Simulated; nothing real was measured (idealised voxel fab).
Process module name: voxel released beams
For reference, the cross-section in this document is cut, with width 265 nm and square cells of 5 nm.
A cross-section in this document is a grid of square cells, and it is written down as bands, the top band listed before the ones below it; a band is made up of one or more rows of cells. The entry gives the band's vertical extent as a top height and a bottom height in nm, then its horizontal make-up as materials from left to right, each with a width in nm. "blank" stands for empty space; a single material marked "full width" fills the band edge to edge. Where do heights start? At 0: under that level the wafer as delivered is made of one material only. And the lowest band has no floor; it just carries on downward, as in "0..down". A two-number width, for instance "30 to 40", indicates that the width is equal to the first number in the top row of the band and to the second number in the bottom row, and that it changes by a constant amount per row of cells. "no alterations made" (step): cross-section cells unchanged, all of them. Any empty space of 8 cells or more lacking an open way to the top shows up in "Closed void register" as width x height at distance, distance from the left edge, in nm. Note: text after step settings on the step line = simulator remark on that step. On any step carrying a mask, the "overlay nm" setting, if present on the step's line, tells how far right of its planned place the mask lay; negative values point to the left.
### The process steps that were planned are listed below
1,RECEIVE,material Si
2,CONFORMAL_DEP,material SiN,thk nm 5
3,DIRECTIONAL_DEP,material SiO2,thk nm 20
4,DIRECTIONAL_DEP,material aC,thk nm 10
5,PATTERN,tone open,mask id ANCHOR,material resist,width nm 25,thk nm 25,overlay nm 0
6,DIRECTIONAL_ETCH,etch materials aC,depth nm 10
7,STRIP,etch materials resist
8,DIRECTIONAL_ETCH,etch materials SiO2,depth nm 20
9,STRIP,etch materials aC
10,CONFORMAL_DEP,material W,thk nm 10
11,MASKED_ETCH,tone cover,mask id BEAM,width nm 95,etch materials W,depth nm 10,overlay nm 0
12,STRIP,etch materials SiO2
### Shown in cross-section is the wafer as received, that is, as it stands after step 1
	0..down = Si full width
	Closed void register: none
### Cross-section, end of module. Start: as above. Plan: as above. Execution: one mistake
	45..35 = blank 80 nm  W 15 nm  blank 5 nm  W 75 nm  blank 90 nm
	35..25 = blank 85 nm  W 10 nm  blank 5 nm  W 10 nm  blank 155 nm
	25..15 = blank 85 nm  W 25 nm  blank 155 nm
	15..0 = SiN full width
	0..down = Si full width
	Closed void register: none
Want to know what went wrong? heads up, step 2 didn't go per plan, it actually ran as CONFORMAL_DEP,material SiN,thk nm 15
